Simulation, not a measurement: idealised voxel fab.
The process module presented herein is designated voxel double patterning.
Square cell edge 5 nm, section width 255 nm, ID cut.
In this document a cross-section is written as a grid of square cells. It is given as a series of bands, listed from the top down, and a band is one or more rows of cells. This entry defines a band. It first specifies the height of the band's top and the height of its bottom in nm, and then specifies the band's materials from left to right, stating each material with its width in nm. The word "everywhere" identifies a single material that fills the band from edge to edge, while the word "blank" identifies empty space. All heights in this document are referenced to 0, defined as the level beneath which the wafer, as received, consists entirely of one material. The lowest band is not bounded below; it extends indefinitely downward and is written in the form "0 and below". Per-row width for "30->40": begins at first number (top row of band), ends at second number (bottom row), increment between rows held constant. What does "no alterations made" mean for a step? It means no cell of the cross-section changed in that step. The entry "Non-vented voids" lists the empty spaces that cover at least 8 cells and have no open path to the top. Each is written as width x height at distance, where the distance is measured from the left edge and all three values are in nm. Anything after a step's settings on that line? It's the simulator's own note about the step. overlay nm: for a step with a mask, the amount by which the mask lay right of where it was planned; a negative amount means left of it.
-- Process steps - plan
1) op RECEIVE | material Si
2) op CONFORMAL_DEP | material SiO2 | thk nm 10
3) op DIRECTIONAL_DEP | material polySi | thk nm 15
4) op DIRECTIONAL_DEP | material SiCN | thk nm 5
5) op DIRECTIONAL_DEP | material aC | thk nm 15
6) op PATTERN | tone open | mask id FIRST | material resist | width nm 15 | pitch nm 50 | thk nm 30 | overlay nm 0
7) op DIRECTIONAL_ETCH | etch materials aC | depth nm 15
8) op STRIP | etch materials resist
9) op DIRECTIONAL_ETCH | etch materials SiCN | depth nm 5
10) op STRIP | etch materials aC
11) op MASKED_ETCH | tone open | mask id SECOND | width nm 15 | pitch nm 50 | etch materials SiCN | depth nm 5 | overlay nm 0
12) op DIRECTIONAL_ETCH | etch materials polySi | depth nm 15
13) op STRIP | etch materials SiCN
-- This is the cross-section of the wafer as we received it, i.e. after step 1
	0 and below  Si everywhere
	Non-vented voids: none
-- Post-module cross-section of the first of two wafers (run per plan)
	25 down to 10  polySi 70 | blank 15 | polySi 10 | blank 15 | polySi 10 | blank 15 | polySi 10 | blank 15 | polySi 10 | blank 15 | polySi 70
	10 down to 0  SiO2 everywhere
	0 and below  Si everywhere
	Non-vented voids: none
-- End-of-module cross-section of the second wafer: identical starting point and process plan to the first, with one processing mistake
	25 down to 10  blank 70 | polySi 15 | blank 35 | polySi 15 | blank 35 | polySi 15 | blank 70
	10 down to 0  SiO2 everywhere
	0 and below  Si everywhere
	Non-vented voids: none
Heads up, the wafer didn't run the way we planned it: note that step 6 departed from the planned setting and was carried out as op PATTERN | tone cover | mask id FIRST | material resist | width nm 15 | pitch nm 50 | thk nm 30 | overlay nm 0
Final wafer comparison in cells, second versus first, more or fewer per material: 81 fewer of polySi
